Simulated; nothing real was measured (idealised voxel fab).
A process module follows: voxel released beams.
The figure presents cross-section cut, which has a width of 250 nm and is divided into square cells with an edge length of 5 nm.
Cross-sections here: square-cell grids, written as top-down lists of bands, a band being one or more rows of cells. Band: top height; bottom height; in nm. Then, left to right: material with width in nm, for each material. "edge to edge": a single material spanning edge to edge. "empty": empty space. Counting heights begins at 0, where everything beneath is, in the wafer as received, one material. The lowest band has no bottom; it goes on downwards, as "0 nm and below" shows. A two-number width, for instance "30..40", indicates that the width is equal to the first number in the top row of the band and to the second number in the bottom row, and that it changes by a constant amount per row of cells. A step reported as "all unchanged" is a step in which no cell of the cross-section changed. Closed-off voids of 8+ cells (no open route to the top) go in "Voids lacking openings", written width x height at distance from the left edge, in nm. What comes after the settings on a step's line is commentary from the simulator itself on that step. overlay nm, on a step with a mask: how far to the right of its planned place the mask lay; to the left if negative.

-- Planned step list for the process
| 1 | RECEIVE (material Si) |
| 2 | CONFORMAL_DEP (material Al2O3; thk nm 10) |
| 3 | DIRECTIONAL_DEP (material SiO2; thk nm 20) |
| 4 | DIRECTIONAL_DEP (material aC; thk nm 15) |
| 5 | PATTERN (tone open; mask id ANCHOR; material resist; width nm 25; thk nm 30; overlay nm 0) |
| 6 | DIRECTIONAL_ETCH (etch materials aC; depth nm 15) |
| 7 | STRIP (etch materials resist) |
| 8 | DIRECTIONAL_ETCH (etch materials SiO2; depth nm 20) |
| 9 | STRIP (etch materials aC) |
| 10 | CONFORMAL_DEP (material SiN; thk nm 10) |
| 11 | PATTERN (tone cover; mask id BEAM; material resist; width nm 70; thk nm 15; overlay nm 0) |
| 12 | DIRECTIONAL_ETCH (etch materials SiN; depth nm 10) |
| 13 | STRIP (etch materials resist) |
| 14 | STRIP (etch materials SiO2) |

-- as received, after step 1
* 0 nm and below = Si edge to edge
* Voids lacking openings: none

-- Wafer cross-section at end of module: start and plan as shown above, one execution error
* 35 nm to 30 nm = 85 of empty  10 of SiN  15 of empty  45 of SiN  95 of empty
* 30 nm to 15 nm = 90 of empty  5 of SiN  15 of empty  5 of SiN  135 of empty
* 15 nm to 10 nm = 90 of empty  25 of SiN  135 of empty
* 10 nm to 0 nm = Al2O3 edge to edge
* 0 nm and below = Si edge to edge
* Voids lacking openings: none
Nonconformance to the process plan: step 10 was processed under conditions differing from the plan, specifically as CONFORMAL_DEP (material SiN; thk nm 5)
